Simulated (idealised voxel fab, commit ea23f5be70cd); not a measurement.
This is a process module. Its name is voxel gate over fins.
Each square cell in cross-section cut measures 5 nm, and the section as a whole is 200 nm wide.
Each cross-section below is a grid of square cells, stated as bands in top-down order, with one or more rows of cells making up each band. Read a band's entry like this: the first values are the height of its top and the height of its bottom in nm, and what follows is the sequence of materials from left to right, each with its width in nm. Note that "air" is empty space, and that a single material marked "throughout" reaches across the band from edge to edge. Where do heights start? At 0: under that level the wafer as delivered is made of one material only. And the lowest band has no floor; it just carries on downward, as in "0 -> down". It should be noted that a width expressed as "30->40" varies in equal increments from row to row of cells within the band, taking the value of the first number at the top row and that of the second number at the bottom row. It should be understood that the words "nothing different", when stated for a given step, signify that the cross-section underwent no change in any of its cells during that step. So "Trapped voids" is basically the list of trapped voids: any empty space of 8 cells or more that can't reach the top through an opening. They're written width x height at distance, the distance being from the left edge, and it's all nm. Formally, on a step line, whatever follows the settings is a remark that the simulator itself makes on the step. overlay nm: mask right of planned place by this much (step with mask). Neg. = left.
Process steps (planned):
| 1 | RECEIVE,material Si |
| 2 | CONFORMAL_DEP,material SiN,thk nm 10 |
| 3 | DIRECTIONAL_DEP,material aC,thk nm 15 |
| 4 | PATTERN,tone cover,mask id FINS,material resist,width nm 15,pitch nm 40,thk nm 35,overlay nm 0 |
| 5 | DIRECTIONAL_ETCH,etch materials aC,depth nm 15 |
| 6 | STRIP,etch materials resist |
| 7 | DIRECTIONAL_ETCH,etch materials SiN,depth nm 10 |
| 8 | DIRECTIONAL_ETCH,etch materials Si,depth nm 35 |
| 9 | STRIP,etch materials aC |
| 10 | OXIDIZE,depth nm 5 |
| 11 | FILL_DEP,material SiO2,thk nm 15 |
| 12 | CMP,height nm 10 |
| 13 | SELECTIVE_ETCH,etch materials SiO2,depth nm 25 |
| 14 | STRIP,etch materials SiN |
| 15 | CONFORMAL_DEP,material HfO2,thk nm 5 |
| 16 | CONFORMAL_DEP,material TiN,thk nm 5 |
| 17 | CONFORMAL_DEP,material TiAl,thk nm 5 |
| 18 | CONFORMAL_DEP,material TiN,thk nm 5 |
| 19 | FILL_DEP,material W,thk nm 10 |
| 20 | CMP,height nm 25 |
| 21 | CONFORMAL_DEP,material SiCN,thk nm 5 |
Delivered wafer in cross-section: state after step 1:
	0 -> down  Si throughout
	Trapped voids: none
First of two wafers: cross-section at end of module, run per plan:
	30 -> 25  SiCN throughout
	25 -> 20  W throughout
	20 -> 15  35 nm W | 125 nm TiN | 40 nm W
	15 -> 10  35 nm W | 5 nm TiN | 35 nm TiAl | 5 nm TiN | 35 nm TiAl | 5 nm TiN | 35 nm TiAl | 5 nm TiN | 40 nm W
	10 -> 5  35 nm W | 5 nm TiN | 5 nm TiAl | 25 nm TiN | 5 nm TiAl | 5 nm TiN | 5 nm TiAl | 25 nm TiN | 5 nm TiAl | 5 nm TiN | 5 nm TiAl | 25 nm TiN | 5 nm TiAl | 5 nm TiN | 40 nm W
	5 -> 0  40 nm TiN | 5 nm TiAl | 5 nm TiN | 15 nm HfO2 | 5 nm TiN | 5 nm TiAl | 5 nm TiN | 5 nm TiAl | 5 nm TiN | 15 nm HfO2 | 5 nm TiN | 5 nm TiAl | 5 nm TiN | 5 nm TiAl | 5 nm TiN | 15 nm HfO2 | 5 nm TiN | 5 nm TiAl | 45 nm TiN
	0 -> -5  45 nm TiAl | 5 nm TiN | 5 nm HfO2 | 5 nm Si | 5 nm HfO2 | 5 nm TiN | 15 nm TiAl | 5 nm TiN | 5 nm HfO2 | 5 nm Si | 5 nm HfO2 | 5 nm TiN | 15 nm TiAl | 5 nm TiN | 5 nm HfO2 | 5 nm Si | 5 nm HfO2 | 5 nm TiN | 50 nm TiAl
	-5 -> -10  50 nm TiN | 5 nm HfO2 | 5 nm Si | 5 nm HfO2 | 25 nm TiN | 5 nm HfO2 | 5 nm Si | 5 nm HfO2 | 25 nm TiN | 5 nm HfO2 | 5 nm Si | 5 nm HfO2 | 55 nm TiN
	-10 -> -15  55 nm HfO2 | 5 nm Si | 35 nm HfO2 | 5 nm Si | 35 nm HfO2 | 5 nm Si | 60 nm HfO2
	-15 -> -40  55 nm SiO2 | 5 nm Si | 35 nm SiO2 | 5 nm Si | 35 nm SiO2 | 5 nm Si | 60 nm SiO2
	-40 -> down  Si throughout
	Trapped voids: none
Cross-sectional view: second of two wafers, end of module; start and plan identical to the first, one mistake in running:
	30 -> 25  SiCN throughout
	25 -> 20  W throughout
	20 -> 15  35 nm W | 130 nm TiN | 35 nm W
	15 -> 10  35 nm W | 5 nm TiN | 120 nm TiAl | 5 nm TiN | 35 nm W
	10 -> 5  35 nm W | 5 nm TiN | 5 nm TiAl | 30 nm TiN | 10 nm TiAl | 30 nm TiN | 10 nm TiAl | 30 nm TiN | 5 nm TiAl | 5 nm TiN | 35 nm W
	5 -> 0  40 nm TiN | 5 nm TiAl | 5 nm TiN | 20 nm HfO2 | 5 nm TiN | 10 nm TiAl | 5 nm TiN | 20 nm HfO2 | 5 nm TiN | 10 nm TiAl | 5 nm TiN | 20 nm HfO2 | 5 nm TiN | 5 nm TiAl | 40 nm TiN
	0 -> -5  45 nm TiAl | 5 nm TiN | 5 nm HfO2 | 10 nm Si | 5 nm HfO2 | 5 nm TiN | 10 nm TiAl | 5 nm TiN | 5 nm HfO2 | 10 nm Si | 5 nm HfO2 | 5 nm TiN | 10 nm TiAl | 5 nm TiN | 5 nm HfO2 | 10 nm Si | 5 nm HfO2 | 5 nm TiN | 45 nm TiAl
	-5 -> -10  50 nm TiN | 5 nm HfO2 | 10 nm Si | 5 nm HfO2 | 20 nm TiN | 5 nm HfO2 | 10 nm Si | 5 nm HfO2 | 20 nm TiN | 5 nm HfO2 | 10 nm Si | 5 nm HfO2 | 50 nm TiN
	-10 -> -15  55 nm HfO2 | 10 nm Si | 30 nm HfO2 | 10 nm Si | 30 nm HfO2 | 10 nm Si | 55 nm HfO2
	-15 -> -40  55 nm SiO2 | 10 nm Si | 30 nm SiO2 | 10 nm Si | 30 nm SiO2 | 10 nm Si | 55 nm SiO2
	-40 -> down  Si throughout
	Trapped voids: none
What was done differently from what was planned? step 4 went in with a setting other than planned; the actual run was PATTERN,tone cover,mask id FINS,material resist,width nm 20,pitch nm 40,thk nm 35,overlay nm 0
Heads up, by the end the second wafer has more or fewer cells of some materials compared to the first: 24 more of Si; 15 fewer of SiO2; 6 fewer of TiN; 3 fewer of W
